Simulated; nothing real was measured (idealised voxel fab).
process module | voxel self aligned contacts
cross-section cut | 265 nm wide | cells 5 nm
A cross-section is a grid of square cells, given in bands from the top down. A band is one or more rows of cells.
Each band's line starts with the height of the band's top and of its bottom, in nm. Then come its materials from left to right, each with its width in nm. One material with "throughout" fills the band from edge to edge. "air" is empty space.
Height 0 is the level under which the wafer as received is all one material. The lowest band goes on downwards, as in "0 down".
A width such as "30 to 40" changes by the same amount from each row of cells to the next, from the band's top row to its bottom row.
"no change" after a step means that no cell of the cross-section changed.
closed voids: empty space of 8 cells or more with no open way to the top, each as width x height at its distance from the left edge, in nm
after a step's settings: what the simulator itself notes on the step
overlay nm, on a step with a mask: how far to the right of its planned place the mask lay; to the left if negative
plan
1 op RECEIVE | material Si
2 op CONFORMAL_DEP | material SiO2 | thk nm 5
3 op DIRECTIONAL_DEP | material polySi | thk nm 25
4 op DIRECTIONAL_DEP | material SiN | thk nm 20
5 op PATTERN | tone cover | mask id GATE | material resist | width nm 30 | pitch nm 70 | thk nm 20 | overlay nm 0
6 op DIRECTIONAL_ETCH | etch materials SiN | depth nm 20
7 op DIRECTIONAL_ETCH | etch materials polySi | depth nm 25
8 op STRIP | etch materials resist
9 op CONFORMAL_DEP | material SiN | thk nm 10
10 op DIRECTIONAL_ETCH | etch materials SiN | depth nm 10
11 op FILL_DEP | material SiO2 | thk nm 15
12 op CMP | height nm 60
13 op MASKED_ETCH | tone open | mask id CONTACT | width nm 40 | pitch nm 70 | etch materials SiO2 | depth nm 60 | overlay nm 0
14 op CONFORMAL_DEP | material TiN | thk nm 5
15 op FILL_DEP | material Ru | thk nm 10
16 op CMP | height nm 60
17 op CONFORMAL_DEP | material SiN | thk nm 5
varied across the wafers: width nm of step 13. The plan shows the first wafer's value. All wafers start alike
first wafer as received, after step 1
  0 down: Si throughout
  closed voids: none
each wafer at the end: cells of each material gained (+) or lost (-) since it was received, then its closed voids
width nm 40 | +52 Ru | +233 SiN | +254 SiO2 | +60 TiN | +90 polySi | closed voids: none
width nm 45 | +54 Ru | +233 SiN | +250 SiO2 | +62 TiN | +90 polySi | closed voids: none
width nm 50 | +56 Ru | +233 SiN | +246 SiO2 | +64 TiN | +90 polySi | closed voids: none
width nm 55 | +58 Ru | +233 SiN | +242 SiO2 | +66 TiN | +90 polySi | closed voids: none
